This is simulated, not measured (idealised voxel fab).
process module | voxel self aligned vias
cross-section cut | 145 nm wide | cells 5 nm
A cross-section is a grid of square cells, given in bands from the top down. A band is one or more rows of cells.
Each band's line starts with the height of the band's top and of its bottom, in nm. Then come its materials from left to right, each with its width in nm. One material with "throughout" fills the band from edge to edge. "air" is empty space.
Height 0 is the level under which the wafer as received is all one material. The lowest band goes on downwards, as in "0 down".
A width such as "30 to 40" changes by the same amount from each row of cells to the next, from the band's top row to its bottom row.
"no change" after a step means that no cell of the cross-section changed.
closed voids: empty space of 8 cells or more with no open way to the top, each as width x height at its distance from the left edge, in nm
after a step's settings: what the simulator itself notes on the step
overlay nm, on a step with a mask: how far to the right of its planned place the mask lay; to the left if negative
plan
1 op RECEIVE | material Si
2 op CONFORMAL_DEP | material SiO2 | thk nm 15
3 op CONFORMAL_DEP | material SiCN | thk nm 5
4 op DIRECTIONAL_DEP | material SiO2 | thk nm 25
5 op DIRECTIONAL_DEP | material aC | thk nm 15
6 op PATTERN | tone open | mask id LINES | material resist | width nm 30 | pitch nm 60 | thk nm 35 | overlay nm 0
7 op DIRECTIONAL_ETCH | etch materials aC | depth nm 15
8 op STRIP | etch materials resist
9 op DIRECTIONAL_ETCH | etch materials SiO2 | depth nm 25
10 op STRIP | etch materials aC
11 op CONFORMAL_DEP | material TiN | thk nm 5
12 op FILL_DEP | material Ru | thk nm 5
13 op CMP | height nm 45
14 op SELECTIVE_ETCH | etch materials W Ru TiN | depth nm 5
15 op FILL_DEP | material SiN | thk nm 5
16 op CMP | height nm 45
17 op DIRECTIONAL_DEP | material SiO2 | thk nm 15
18 op MASKED_ETCH | tone open | mask id VIAS | width nm 40 | etch materials SiO2 | depth nm 15 | overlay nm 0
19 op MASKED_ETCH | tone open | mask id VIAS | width nm 40 | etch materials SiN | depth nm 5 | overlay nm 0
20 op CONFORMAL_DEP | material TiN | thk nm 5
21 op FILL_DEP | material Cu | thk nm 5
22 op CMP | height nm 60
23 op CONFORMAL_DEP | material SiN | thk nm 5
as received, after step 1
  0 down: Si throughout
  closed voids: none
first wafer at the end, as planned
  65 to 60: SiN throughout
  60 to 50: SiO2 20 | TiN 5 | Cu 30 | TiN 5 | SiO2 85
  50 to 45: SiO2 20 | TiN 10 | Cu 20 | TiN 10 | SiO2 85
  45 to 40: SiO2 25 | TiN 30 | SiO2 30 | SiN 30 | SiO2 30
  40 to 25: SiO2 25 | TiN 5 | Ru 20 | TiN 5 | SiO2 30 | TiN 5 | Ru 20 | TiN 5 | SiO2 30
  25 to 20: SiO2 25 | TiN 30 | SiO2 30 | TiN 30 | SiO2 30
  20 to 15: SiCN throughout
  15 to 0: SiO2 throughout
  0 down: Si throughout
  closed voids: none
second wafer at the end: like start, like plan, one mistake
  65 to 60: SiN throughout
  60 to 50: SiO2 20 | TiN 5 | Cu 30 | TiN 5 | SiO2 85
  50 to 45: SiO2 20 | TiN 40 | SiO2 85
  45 to 40: SiN 20 | TiN 5 | SiO2 30 | TiN 5 | SiN 25 | SiO2 30 | SiN 30
  40 to 25: Ru 20 | TiN 5 | SiO2 30 | TiN 5 | Ru 20 | TiN 5 | SiO2 30 | TiN 5 | Ru 25
  25 to 20: TiN 25 | SiO2 30 | TiN 30 | SiO2 30 | TiN 30
  20 to 15: SiCN throughout
  15 to 0: SiO2 throughout
  0 down: Si throughout
  closed voids: none
what went wrong: step 6 ran as: op PATTERN | tone cover | mask id LINES | material resist | width nm 30 | pitch nm 60 | thk nm 35 | overlay nm 0
at the end the second wafer has, in cells: 4 fewer of Cu | 15 more of Ru | 9 more of SiN | 25 fewer of SiO2 | 5 more of TiN
